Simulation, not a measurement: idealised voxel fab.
process module | voxel ribs on slabs
cross-section cut | 230 nm wide | cells 5 nm
A cross-section is a grid of square cells, given in bands from the top down. A band is one or more rows of cells.
Each band's line starts with the height of the band's top and of its bottom, in nm. Then come its materials from left to right, each with its width in nm. One material with "throughout" fills the band from edge to edge. "air" is empty space.
Height 0 is the level under which the wafer as received is all one material. The lowest band goes on downwards, as in "0 down".
A width such as "30 to 40" changes by the same amount from each row of cells to the next, from the band's top row to its bottom row.
"no change" after a step means that no cell of the cross-section changed.
closed voids: empty space of 8 cells or more with no open way to the top, each as width x height at its distance from the left edge, in nm
after a step's settings: what the simulator itself notes on the step
overlay nm, on a step with a mask: how far to the right of its planned place the mask lay; to the left if negative
plan
1 op RECEIVE | material Si
2 op DIRECTIONAL_DEP | material SiO2 | thk nm 25
3 op DIRECTIONAL_DEP | material polySi | thk nm 15
4 op PATTERN | tone cover | mask id RIB | material resist | width nm 25 | thk nm 15 | overlay nm 0
5 op DIRECTIONAL_ETCH | etch materials polySi | depth nm 10
6 op STRIP | etch materials resist
7 op DIRECTIONAL_DEP | material aC | thk nm 15
8 op PATTERN | tone cover | mask id SLAB | material resist | width nm 85 | thk nm 30 | overlay nm 0
9 op DIRECTIONAL_ETCH | etch materials aC | depth nm 15
10 op STRIP | etch materials resist
11 op DIRECTIONAL_ETCH | etch materials polySi | depth nm 5
12 op STRIP | etch materials aC
13 op FILL_DEP | material SiO2 | thk nm 20
14 op CMP | height nm 50
15 op DIRECTIONAL_DEP | material TiN | thk nm 10
16 op PATTERN | tone cover | mask id HEATER | material resist | width nm 35 | thk nm 15 | overlay nm 0
17 op DIRECTIONAL_ETCH | etch materials TiN | depth nm 10
18 op STRIP | etch materials resist
19 op CONFORMAL_DEP | material SiN | thk nm 10
as received, after step 1
  0 down: Si throughout
  closed voids: none
a wafer at the end: this start, this plan, one mistake
  60 to 50: air 95 | TiN 35 | air 100
  50 to 40: SiO2 throughout
  40 to 30: SiO2 100 | polySi 25 | SiO2 105
  30 to 25: SiO2 70 | polySi 85 | SiO2 75
  25 to 0: SiO2 throughout
  0 down: Si throughout
  closed voids: none
what went wrong: step 19 was left out
